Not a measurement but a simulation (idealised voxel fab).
Presented below is a process module, voxel capacitor over wiring.
FYI the section here is cut, 210 nm wide, cells are 5 nm squares.
The cross-sections in this document take the form of a grid made of square cells. They are written out as bands, in order from top to bottom. Each band consists of one or more rows of cells.
The entry gives the band's vertical extent as a top height and a bottom height in nm, then its horizontal make-up as materials from left to right, each with a width in nm. "empty" stands for empty space; a single material marked "edge to edge" fills the band edge to edge.
Height 0 is the level under which the wafer as received is all one material. The lowest band goes on downwards, as in "0 down".
With a width like "30 to 40", each row of cells in the band differs from the next by the same amount, the top row carrying the first number and the bottom row the second.
Where the words "no alterations made" appear for a step, the cross-section shows no cell changed by that step; every cell remained as before.
Look at "Sealed internal cavities" for the closed voids: empty spaces with no open path to the top, sized 8 cells or up. Each is width x height at distance, distance from the left edge, all nm.
On each step's line, the part that comes after the settings is the simulator's own comment on the step.
Each step line may optionally specify "overlay nm", which for a step with a mask gives the rightward distance between the mask's planned place and where it lay, a negative value indicating the leftward direction.

-- Steps planned for the process
1) op RECEIVE | material Si
2) op CONFORMAL_DEP | material SiO2 | thk nm 15
3) op CONFORMAL_DEP | material SiCN | thk nm 5
4) op DIRECTIONAL_DEP | material SiO2 | thk nm 25
5) op MASKED_ETCH | tone open | mask id METAL_1 | width nm 25 | pitch nm 75 | etch materials SiO2 | depth nm 25 | overlay nm 0
6) op MASKED_ETCH | tone open | mask id METAL_1 | width nm 25 | pitch nm 75 | etch materials SiCN | depth nm 5 | overlay nm 0
7) op CONFORMAL_DEP | material TiN | thk nm 5
8) op FILL_DEP | material W | thk nm 10
9) op CMP | height nm 45
10) op EPI | material Ru | thk nm 5
11) op FILL_DEP | material SiCN | thk nm 5
12) op DIRECTIONAL_DEP | material SiO2 | thk nm 10
13) op MASKED_ETCH | tone open | mask id PLUG_1 | width nm 15 | etch materials SiO2 | depth nm 10 | overlay nm 0
14) op MASKED_ETCH | tone open | mask id PLUG_1 | width nm 15 | etch materials SiCN | depth nm 5 | overlay nm 0
15) op CONFORMAL_DEP | material TiN | thk nm 5
16) op FILL_DEP | material W | thk nm 5
17) op CMP | height nm 65
18) op DIRECTIONAL_DEP | material TiN | thk nm 10
19) op DIRECTIONAL_DEP | material Al2O3 | thk nm 5
20) op DIRECTIONAL_DEP | material TiN | thk nm 10
21) op PATTERN | tone cover | mask id UPPER_PLATE | material resist | width nm 55 | thk nm 20 | overlay nm 0
22) op DIRECTIONAL_ETCH | etch materials TiN | depth nm 10
23) op DIRECTIONAL_ETCH | etch materials Al2O3 | depth nm 5
24) op STRIP | etch materials resist
25) op PATTERN | tone cover | mask id LOWER_PLATE | material resist | width nm 65 | thk nm 15 | overlay nm 0
26) op DIRECTIONAL_ETCH | etch materials TiN | depth nm 10
27) op STRIP | etch materials resist
28) op FILL_DEP | material SiO2 | thk nm 20
29) op CMP | height nm 105
30) op PATTERN | tone open | mask id PLUG_2 | material resist | width nm 15 | thk nm 20 | overlay nm 0
31) op DIRECTIONAL_ETCH | etch materials SiO2 | depth nm 15
32) op STRIP | etch materials resist
33) op CONFORMAL_DEP | material TiN | thk nm 5
34) op FILL_DEP | material Ru | thk nm 5
35) op CMP | height nm 105
36) op CONFORMAL_DEP | material SiCN | thk nm 5

-- This is the cross-section of the wafer as we received it, i.e. after step 1
> 0 down  Si edge to edge
> Sealed internal cavities: none

-- First of two wafers: cross-section at end of module, run per plan
> 110 to 105  SiCN edge to edge
> 105 to 95  SiO2 75, then TiN 5, then Ru 5, then TiN 5, then SiO2 120
> 95 to 90  SiO2 75, then TiN 15, then SiO2 120
> 90 to 80  SiO2 65, then TiN 55, then SiO2 90
> 80 to 75  SiO2 65, then Al2O3 55, then SiO2 90
> 75 to 65  SiO2 60, then TiN 65, then SiO2 85
> 65 to 55  SiO2 65, then TiN 5, then W 5, then TiN 5, then SiO2 130
> 55 to 50  SiCN 65, then TiN 15, then SiCN 130
> 50 to 45  SiCN 50, then Ru 35, then SiCN 40, then Ru 35, then SiCN 50
> 45 to 20  SiO2 55, then TiN 5, then W 15, then TiN 5, then SiO2 50, then TiN 5, then W 15, then TiN 5, then SiO2 55
> 20 to 15  SiCN 55, then TiN 25, then SiCN 50, then TiN 25, then SiCN 55
> 15 to 0  SiO2 edge to edge
> 0 down  Si edge to edge
> Sealed internal cavities: none

-- Presented here is a cross-section of the second of the two wafers as it stood at the end of the module. It was started in the same manner and assigned the same plan as the first wafer; however, one mistake was made in its execution
> 110 to 105  SiCN edge to edge
> 105 to 95  SiO2 75, then TiN 5, then Ru 5, then TiN 5, then SiO2 120
> 95 to 90  SiO2 75, then TiN 15, then SiO2 120
> 90 to 80  SiO2 65, then TiN 55, then SiO2 90
> 80 to 75  SiO2 65, then Al2O3 55, then SiO2 90
> 75 to 65  SiO2 60, then TiN 65, then SiO2 85
> 65 to 55  SiO2 65, then TiN 5, then W 10 to 5, then TiN 5 to 10, then SiO2 125
> 55 to 50  SiCN 65, then TiN 15, then SiCN 130
> 50 to 45  SiCN 50, then Ru 35, then SiCN 40, then Ru 35, then SiCN 50
> 45 to 20  SiO2 55, then TiN 5, then W 15, then TiN 5, then SiO2 50, then TiN 5, then W 15, then TiN 5, then SiO2 55
> 20 to 15  SiCN 55, then TiN 25, then SiCN 50, then TiN 25, then SiCN 55
> 15 to 0  SiO2 edge to edge
> 0 down  Si edge to edge
> Sealed internal cavities: none
It is concluded that the wafer was processed incorrectly with respect to the plan, in that step 13 was run on a setting that differed from the plan, and what really ran there is op MASKED_ETCH | tone open | mask id PLUG_1 | width nm 20 | etch materials SiO2 | depth nm 10 | overlay nm 0
End check, counted in cells, second wafer has more or fewer of these materials than the first: SiO2 -2; TiN +1; W +1
